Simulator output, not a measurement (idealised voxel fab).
The process module presented herein is designated voxel fin reveal.
The width of the displayed cross-section, cut, is 270 nm; its cells are square, with a size of 5 nm.
In what follows, cross-sections appear as grids of square cells, described through bands that run from the top down, where every band is one or more rows of cells. The band entry comprises the height of the band's top followed by the height of its bottom, expressed in nm, and subsequently the band's materials from left to right, each stated together with its width in nm. Where a single material is marked with the word "everywhere", that material fills the band from edge to edge. The word "air" represents empty space. Heads up on the height convention: 0 is the point under which the incoming wafer is all one material, and the lowest band has no bottom, it just keeps going down, like "0 and below". Think of "30 to 40" as a width that walks from the first number to the second as you go down the band, top row to bottom row, taking equal-sized steps from row to row. "same as before" for a step: no cell of the cross-section changed in that step. For the entry "Enclosed void list", the listed items are empty spaces with no open way to the top whose size is 8 cells or more; each item follows the pattern width x height at distance, where distance is from the left edge and all three are in nm. Text after the settings on a step's line: the simulator's own remark on that step. If you see "overlay nm" on a step's line and that step has a mask, it's telling you how far right of where it was planned the mask ended up; a negative number means it went left instead.
Planned step list for the process:
1,RECEIVE: material Si
2,CONFORMAL_DEP: material SiN, thk nm 10
3,PATTERN: tone cover, mask id FINS, material resist, width nm 15, pitch nm 45, thk nm 20, overlay nm 0
4,DIRECTIONAL_ETCH: etch materials SiN, depth nm 10
5,DIRECTIONAL_ETCH: etch materials Si, depth nm 40
6,STRIP: etch materials resist
7,OXIDIZE: depth nm 5
8,FILL_DEP: material SiO2, thk nm 15
9,CMP: height nm 10
10,SELECTIVE_ETCH: etch materials SiO2, depth nm 40
11,STRIP: etch materials SiN
12,CONFORMAL_DEP: material SiO2, thk nm 5
Account of the first of two wafers, which was processed as intended:
Cross-section of the incoming wafer, state after step 1:
  0 and below = Si everywhere
  Enclosed void list: none
Presented here is a cross-section of the wafer after step 2 has been performed:
  10 down to 0 = SiN everywhere
  Below 0 it's all the same as before, nothing changed down there.
Presented here is a cross-section of the wafer after step 3 has been performed:
  30 down to 10 = air=105  resist=15  air=30  resist=15  air=105
  Below 10 it's all the same as before, nothing changed down there.
Presented here is a cross-section of the wafer after step 4 has been performed:
  30 down to 10 = air=105  resist=15  air=30  resist=15  air=105
  10 down to 0 = air=105  SiN=15  air=30  SiN=15  air=105
  Below 0 it's all the same as before, nothing changed down there.
Presented here is a cross-section of the wafer after step 5 has been performed:
  30 down to 10 = air=105  resist=15  air=30  resist=15  air=105
  10 down to 0 = air=105  SiN=15  air=30  SiN=15  air=105
  0 down to -40 = air=105  Si=15  air=30  Si=15  air=105
  Below -40 it's all the same as before, nothing changed down there.
Presented here is a cross-section of the wafer after step 6 has been performed:
  10 down to 0 = air=105  SiN=15  air=30  SiN=15  air=105
  Below 0 it's all the same as before, nothing changed down there.
Presented here is a cross-section of the wafer after step 7 has been performed:
  10 down to 0 = air=105  SiN=15  air=30  SiN=15  air=105
  0 down to -40 = air=105  SiO2=5  Si=5  SiO2=5  air=30  SiO2=5  Si=5  SiO2=5  air=105
  -40 down to -45 = SiO2=110  Si=5  SiO2=40  Si=5  SiO2=110
  Below -45 it's all the same as before, nothing changed down there.
Presented here is a cross-section of the wafer after step 8 has been performed:
  25 down to 10 = SiO2 everywhere
  10 down to 0 = SiO2=105  SiN=15  SiO2=30  SiN=15  SiO2=105
  0 down to -45 = SiO2=110  Si=5  SiO2=40  Si=5  SiO2=110
  Below -45 it's all the same as before, nothing changed down there.
Presented here is a cross-section of the wafer after step 9 has been performed:
  10 down to 0 = SiO2=105  SiN=15  SiO2=30  SiN=15  SiO2=105
  Below 0 it's all the same as before, nothing changed down there.
Presented here is a cross-section of the wafer after step 10 has been performed:
  10 down to 0 = air=105  SiN=15  air=30  SiN=15  air=105
  0 down to -30 = air=110  Si=5  air=40  Si=5  air=110
  Below -30 it's all the same as before, nothing changed down there.
Presented here is a cross-section of the wafer after step 11 has been performed:
  0 down to -30 = air=110  Si=5  air=40  Si=5  air=110
  Below -30 it's all the same as before, nothing changed down there.
Presented here is a cross-section of the wafer after step 12 has been performed:
  5 down to 0 = air=105  SiO2=15  air=30  SiO2=15  air=105
  0 down to -25 = air=105  SiO2=5  Si=5  SiO2=5  air=30  SiO2=5  Si=5  SiO2=5  air=105
  -25 down to -45 = SiO2=110  Si=5  SiO2=40  Si=5  SiO2=110
  Below -45 it's all the same as before, nothing changed down there.
The Second Wafer: Common Origin and Plan, One Mistake in Execution, Identical to the First Through Step 2:
At the planned end of step 3, the second wafer in cross-section:
  30 down to 10 = air=105  resist=20  air=25  resist=20  air=100
  Below 10 it's all the same as before, nothing changed down there.
At the planned end of step 4, the second wafer in cross-section:
  30 down to 10 = air=105  resist=20  air=25  resist=20  air=100
  10 down to 0 = air=105  SiN=20  air=25  SiN=20  air=100
  Below 0 it's all the same as before, nothing changed down there.
At the planned end of step 5, the second wafer in cross-section:
  30 down to 10 = air=105  resist=20  air=25  resist=20  air=100
  10 down to 0 = air=105  SiN=20  air=25  SiN=20  air=100
  0 down to -40 = air=105  Si=20  air=25  Si=20  air=100
  Below -40 it's all the same as before, nothing changed down there.
At the planned end of step 6, the second wafer in cross-section:
  10 down to 0 = air=105  SiN=20  air=25  SiN=20  air=100
  Below 0 it's all the same as before, nothing changed down there.
At the planned end of step 7, the second wafer in cross-section:
  10 down to 0 = air=105  SiN=20  air=25  SiN=20  air=100
  0 down to -40 = air=105  SiO2=5  Si=10  SiO2=5  air=25  SiO2=5  Si=10  SiO2=5  air=100
  -40 down to -45 = SiO2=110  Si=10  SiO2=35  Si=10  SiO2=105
  Below -45 it's all the same as before, nothing changed down there.
At the planned end of step 8, the second wafer in cross-section:
  25 down to 10 = SiO2 everywhere
  10 down to 0 = SiO2=105  SiN=20  SiO2=25  SiN=20  SiO2=100
  0 down to -45 = SiO2=110  Si=10  SiO2=35  Si=10  SiO2=105
  Below -45 it's all the same as before, nothing changed down there.
At the planned end of step 9, the second wafer in cross-section:
  10 down to 0 = SiO2=105  SiN=20  SiO2=25  SiN=20  SiO2=100
  Below 0 it's all the same as before, nothing changed down there.
At the planned end of step 10, the second wafer in cross-section:
  10 down to 0 = air=105  SiN=20  air=25  SiN=20  air=100
  0 down to -30 = air=110  Si=10  air=35  Si=10  air=105
  Below -30 it's all the same as before, nothing changed down there.
At the planned end of step 11, the second wafer in cross-section:
  0 down to -30 = air=110  Si=10  air=35  Si=10  air=105
  Below -30 it's all the same as before, nothing changed down there.
At the planned end of step 12, the second wafer in cross-section:
  5 down to 0 = air=105  SiO2=20  air=25  SiO2=20  air=100
  0 down to -25 = air=105  SiO2=5  Si=10  SiO2=5  air=25  SiO2=5  Si=10  SiO2=5  air=100
  -25 down to -45 = SiO2=110  Si=10  SiO2=35  Si=10  SiO2=105
  Below -45 it's all the same as before, nothing changed down there.
Finding, execution versus plan: in deviation from the planned setting, step 3 was conducted as PATTERN: tone cover, mask id FINS, material resist, width nm 20, pitch nm 45, thk nm 20, overlay nm 0
Final comparison by cell count, materials where the second wafer has more or fewer than the first: +18 Si | -6 SiO2
